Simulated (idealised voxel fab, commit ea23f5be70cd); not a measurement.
The following process module bears the name voxel spacer lines.
Section cut is 200 nm wide and gridded with 5 nm square cells.
How to read a cross-section here: the picture is a grid of square cells, written as bands going from the top down, and any band can span one or more rows of cells.
The entry gives the band's vertical extent as a top height and a bottom height in nm, then its horizontal make-up as materials from left to right, each with a width in nm. "empty" stands for empty space; a single material marked "everywhere" fills the band edge to edge.
Beneath 0, the wafer as received is one material, and that level is where height counting begins. The lowest band goes on downward without a bottom; it is written like "0..down".
Top row gets the first number, bottom row gets the second, and each row in between changes by the same step: that is how a band width like "30..40" works.
"no alterations made", as given for a step, is the statement that not any cell of the cross-section underwent a change during that step.
Listed in "Closed empty spaces": every empty space of 8 or more cells without an open way to the top. Form: width x height at distance, the distance being from the left edge, all in nm.
What comes after the settings on a step's line is commentary from the simulator itself on that step.
For masked steps, "overlay nm" on the step line gives how far right of plan the mask actually lay; a minus sign means it lay to the left.
Set out below are the planned steps of the process:
1) op RECEIVE | material Si
2) op CONFORMAL_DEP | material Al2O3 | thk nm 10
3) op DIRECTIONAL_DEP | material TiN | thk nm 20
4) op DIRECTIONAL_DEP | material polySi | thk nm 30
5) op PATTERN | tone cover | mask id MANDREL | material resist | width nm 20 | pitch nm 60 | thk nm 35 | overlay nm 0
6) op DIRECTIONAL_ETCH | etch materials polySi | depth nm 30
7) op STRIP | etch materials resist
8) op CONFORMAL_DEP | material SiO2 | thk nm 10
9) op DIRECTIONAL_ETCH | etch materials SiO2 | depth nm 10
10) op STRIP | etch materials polySi
11) op DIRECTIONAL_ETCH | etch materials TiN | depth nm 20
12) op STRIP | etch materials SiO2
13) op FILL_DEP | material lowk | thk nm 5
14) op CMP | height nm 30
First of two wafers, processed according to plan:
Cross-section: wafer on arrival = after step 1:
- 0..down  Si everywhere
- Closed empty spaces: none
Wafer after step 2 (cross-section):
- 10..0  Al2O3 everywhere
- Under the height 0 nothing was changed.
Wafer after step 3 (cross-section):
- 30..10  TiN everywhere
- Under the height 10 nothing was changed.
Wafer after step 4 (cross-section):
- 60..30  polySi everywhere
- Under the height 30 nothing was changed.
Wafer after step 5 (cross-section):
- 95..60  60 of empty, 20 of resist, 40 of empty, 20 of resist, 60 of empty
- Under the height 60 nothing was changed.
Wafer after step 6 (cross-section):
- 95..60  60 of empty, 20 of resist, 40 of empty, 20 of resist, 60 of empty
- 60..30  60 of empty, 20 of polySi, 40 of empty, 20 of polySi, 60 of empty
- Under the height 30 nothing was changed.
Wafer after step 7 (cross-section):
- 60..30  60 of empty, 20 of polySi, 40 of empty, 20 of polySi, 60 of empty
- Under the height 30 nothing was changed.
Wafer after step 8 (cross-section):
- 70..60  50 of empty, 40 of SiO2, 20 of empty, 40 of SiO2, 50 of empty
- 60..40  50 of empty, 10 of SiO2, 20 of polySi, 10 of SiO2, 20 of empty, 10 of SiO2, 20 of polySi, 10 of SiO2, 50 of empty
- 40..30  60 of SiO2, 20 of polySi, 40 of SiO2, 20 of polySi, 60 of SiO2
- Under the height 30 nothing was changed.
Wafer after step 9 (cross-section):
- 60..30  50 of empty, 10 of SiO2, 20 of polySi, 10 of SiO2, 20 of empty, 10 of SiO2, 20 of polySi, 10 of SiO2, 50 of empty
- Under the height 30 nothing was changed.
Wafer after step 10 (cross-section):
- 60..30  50 of empty, 10 of SiO2, 20 of empty, 10 of SiO2, 20 of empty, 10 of SiO2, 20 of empty, 10 of SiO2, 50 of empty
- Under the height 30 nothing was changed.
Wafer after step 11 (cross-section):
- 60..30  50 of empty, 10 of SiO2, 20 of empty, 10 of SiO2, 20 of empty, 10 of SiO2, 20 of empty, 10 of SiO2, 50 of empty
- 30..10  50 of empty, 10 of TiN, 20 of empty, 10 of TiN, 20 of empty, 10 of TiN, 20 of empty, 10 of TiN, 50 of empty
- Under the height 10 nothing was changed.
Wafer after step 12 (cross-section):
- 30..10  50 of empty, 10 of TiN, 20 of empty, 10 of TiN, 20 of empty, 10 of TiN, 20 of empty, 10 of TiN, 50 of empty
- Under the height 10 nothing was changed.
Wafer after step 13 (cross-section):
- 35..30  lowk everywhere
- 30..10  50 of lowk, 10 of TiN, 20 of lowk, 10 of TiN, 20 of lowk, 10 of TiN, 20 of lowk, 10 of TiN, 50 of lowk
- Under the height 10 nothing was changed.
Wafer after step 14 (cross-section):
- 30..10  50 of lowk, 10 of TiN, 20 of lowk, 10 of TiN, 20 of lowk, 10 of TiN, 20 of lowk, 10 of TiN, 50 of lowk
- Under the height 10 nothing was changed.
Here the second wafer is described. Its start and its plan were those of the first wafer. Its run contained one mistake. Up to and including step 7, it did exactly what the first wafer did:
X-section, second wafer, when step 8 was due to finish:
- 65..60  55 of empty, 30 of SiO2, 30 of empty, 30 of SiO2, 55 of empty
- 60..35  55 of empty, 5 of SiO2, 20 of polySi, 5 of SiO2, 30 of empty, 5 of SiO2, 20 of polySi, 5 of SiO2, 55 of empty
- 35..30  60 of SiO2, 20 of polySi, 40 of SiO2, 20 of polySi, 60 of SiO2
- Under the height 30 nothing was changed.
X-section, second wafer, when step 9 was due to finish:
- 60..55  60 of empty, 20 of polySi, 40 of empty, 20 of polySi, 60 of empty
- 55..30  55 of empty, 5 of SiO2, 20 of polySi, 5 of SiO2, 30 of empty, 5 of SiO2, 20 of polySi, 5 of SiO2, 55 of empty
- Under the height 30 nothing was changed.
X-section, second wafer, when step 10 was due to finish:
- 55..30  55 of empty, 5 of SiO2, 20 of empty, 5 of SiO2, 30 of empty, 5 of SiO2, 20 of empty, 5 of SiO2, 55 of empty
- Under the height 30 nothing was changed.
X-section, second wafer, when step 11 was due to finish:
- 55..30  55 of empty, 5 of SiO2, 20 of empty, 5 of SiO2, 30 of empty, 5 of SiO2, 20 of empty, 5 of SiO2, 55 of empty
- 30..10  55 of empty, 5 of TiN, 20 of empty, 5 of TiN, 30 of empty, 5 of TiN, 20 of empty, 5 of TiN, 55 of empty
- Under the height 10 nothing was changed.
X-section, second wafer, when step 12 was due to finish:
- 30..10  55 of empty, 5 of TiN, 20 of empty, 5 of TiN, 30 of empty, 5 of TiN, 20 of empty, 5 of TiN, 55 of empty
- Under the height 10 nothing was changed.
X-section, second wafer, when step 13 was due to finish:
- 35..30  lowk everywhere
- 30..10  55 of lowk, 5 of TiN, 20 of lowk, 5 of TiN, 30 of lowk, 5 of TiN, 20 of lowk, 5 of TiN, 55 of lowk
- Under the height 10 nothing was changed.
X-section, second wafer, when step 14 was due to finish:
- 30..10  55 of lowk, 5 of TiN, 20 of lowk, 5 of TiN, 30 of lowk, 5 of TiN, 20 of lowk, 5 of TiN, 55 of lowk
- Under the height 10 nothing was changed.
Against the plan, the run slipped here: step 8 off recipe, ran as op CONFORMAL_DEP | material SiO2 | thk nm 5
It is noted that, at the conclusion of processing, the second wafer exhibits a higher or lower cell count for certain materials relative to the first: -16 TiN; +16 lowk
